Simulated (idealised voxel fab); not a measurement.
process module | voxel trench capacitor
cross-section cut | 300 nm wide | cells 5 nm
A cross-section is a grid of square cells, given in bands from the top down. A band is one or more rows of cells.
Each band's line starts with the height of the band's top and of its bottom, in nm. Then come its materials from left to right, each with its width in nm. One material with "throughout" fills the band from edge to edge. "air" is empty space.
Height 0 is the level under which the wafer as received is all one material. The lowest band goes on downwards, as in "0 down".
A width such as "30 to 40" changes by the same amount from each row of cells to the next, from the band's top row to its bottom row.
"no change" after a step means that no cell of the cross-section changed.
closed voids: empty space of 8 cells or more with no open way to the top, each as width x height at its distance from the left edge, in nm
after a step's settings: what the simulator itself notes on the step
overlay nm, on a step with a mask: how far to the right of its planned place the mask lay; to the left if negative
plan
1 op RECEIVE | material Si
2 op CONFORMAL_DEP | material SiN | thk nm 5
3 op DIRECTIONAL_DEP | material aC | thk nm 10
4 op PATTERN | tone open | mask id TRENCH | material resist | width nm 20 | pitch nm 35 | thk nm 30 | overlay nm 0
5 op DIRECTIONAL_ETCH | etch materials aC | depth nm 10
6 op STRIP | etch materials resist
7 op DIRECTIONAL_ETCH | etch materials SiN | depth nm 5
8 op DIRECTIONAL_ETCH | etch materials Si | depth nm 35
9 op STRIP | etch materials aC
10 op CONFORMAL_DEP | material SiO2 | thk nm 5
11 op FILL_DEP | material polySi | thk nm 10
12 op CMP | height nm 5
as received, after step 1
  0 down: Si throughout
  closed voids: none
a wafer at the end: this start, this plan, one mistake
  10 to 5: SiO2 110 | polySi 10 | SiO2 25 | polySi 10 | SiO2 25 | polySi 10 | SiO2 110
  5 to 0: SiN 105 | SiO2 5 | polySi 10 | SiO2 5 | SiN 15 | SiO2 5 | polySi 10 | SiO2 5 | SiN 15 | SiO2 5 | polySi 10 | SiO2 5 | SiN 105
  0 to -30: Si 105 | SiO2 5 | polySi 10 | SiO2 5 | Si 15 | SiO2 5 | polySi 10 | SiO2 5 | Si 15 | SiO2 5 | polySi 10 | SiO2 5 | Si 105
  -30 to -35: Si 105 | SiO2 20 | Si 15 | SiO2 20 | Si 15 | SiO2 20 | Si 105
  -35 down: Si throughout
  closed voids: none
what went wrong: step 12 ran as: op CMP | height nm 10
